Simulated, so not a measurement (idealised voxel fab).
The process module that follows is named voxel self aligned contacts.
FYI the section here is cut, 190 nm wide, cells are 5 nm squares.
Cross-section layout: square cells on a grid; listed as bands, top to bottom; a band spans one or more cell rows. The band entry comprises the height of the band's top followed by the height of its bottom, expressed in nm, and subsequently the band's materials from left to right, each stated together with its width in nm. Where a single material is marked with the word "all across", that material fills the band from edge to edge. The word "blank" represents empty space. All heights in this document are referenced to 0, defined as the level beneath which the wafer, as received, consists entirely of one material. The lowest band is not bounded below; it extends indefinitely downward and is written in the form "from 0 down". Top row gets the first number, bottom row gets the second, and each row in between changes by the same step: that is how a band width like "30..40" works. Where a step carries "nothing different", the cross-section came out of it unchanged, cell for cell. Enclosed voids (no open way to top), threshold 8 cells or more, entry "Voids, fully enclosed", notation width x height at distance, distance from left edge, nm. What comes after the settings on a step's line is commentary from the simulator itself on that step. overlay nm: on a step with a mask, how far right of its planned place the mask lay; negative means left.
**So here's the lineup of process steps we planned**
- 1: RECEIVE | material Si
- 2: OXIDIZE | depth nm 5
- 3: DIRECTIONAL_DEP | material polySi | thk nm 25
- 4: DIRECTIONAL_DEP | material SiN | thk nm 25
- 5: PATTERN | tone cover | mask id GATE | material resist | width nm 25 | pitch nm 80 | thk nm 20 | overlay nm 0
- 6: DIRECTIONAL_ETCH | etch materials SiN | depth nm 25
- 7: DIRECTIONAL_ETCH | etch materials polySi | depth nm 25
- 8: STRIP | etch materials resist
- 9: CONFORMAL_DEP | material SiN | thk nm 10
- 10: DIRECTIONAL_ETCH | etch materials SiN | depth nm 10
- 11: FILL_DEP | material SiO2 | thk nm 10
- 12: CMP | height nm 55
- 13: DIRECTIONAL_DEP | material aC | thk nm 15
- 14: PATTERN | tone open | mask id CONTACT | material resist | width nm 55 | thk nm 35 | overlay nm 0
- 15: DIRECTIONAL_ETCH | etch materials aC | depth nm 15
- 16: STRIP | etch materials resist
- 17: DIRECTIONAL_ETCH | etch materials SiO2 | depth nm 60
- 18: STRIP | etch materials aC
- 19: CONFORMAL_DEP | material TiN | thk nm 5
- 20: FILL_DEP | material Ru | thk nm 5
- 21: CMP | height nm 55
- 22: CONFORMAL_DEP | material SiN | thk nm 5
Where the wafers of this document differ is in the width nm of step 5; they start out the same, and the plan states the value that applied to the first wafer.
**So this is the first of several wafers, cross-sectioned as it came to us, meaning it's at the end of step 1**
	from 0 down | Si all across
	Voids, fully enclosed: none
**Below: a row per wafer. Contents at end of module: for every material, cells gained since receipt (+) or lost since receipt (-); then closed voids**
width nm 25; +55 Ru; -38 Si; +168 SiN; +188 SiO2; +33 TiN; +50 polySi; Voids, fully enclosed: none
width nm 30; +44 Ru; -38 Si; +178 SiN; +179 SiO2; +33 TiN; +60 polySi; Voids, fully enclosed: none
width nm 35; +33 Ru; -38 Si; +188 SiN; +170 SiO2; +33 TiN; +70 polySi; Voids, fully enclosed: none
width nm 40; +22 Ru; -38 Si; +198 SiN; +161 SiO2; +33 TiN; +80 polySi; Voids, fully enclosed: none
width nm 45; +11 Ru; -38 Si; +208 SiN; +152 SiO2; +33 TiN; +90 polySi; Voids, fully enclosed: none
width nm 50; -38 Si; +218 SiN; +143 SiO2; +33 TiN; +100 polySi; Voids, fully enclosed: none
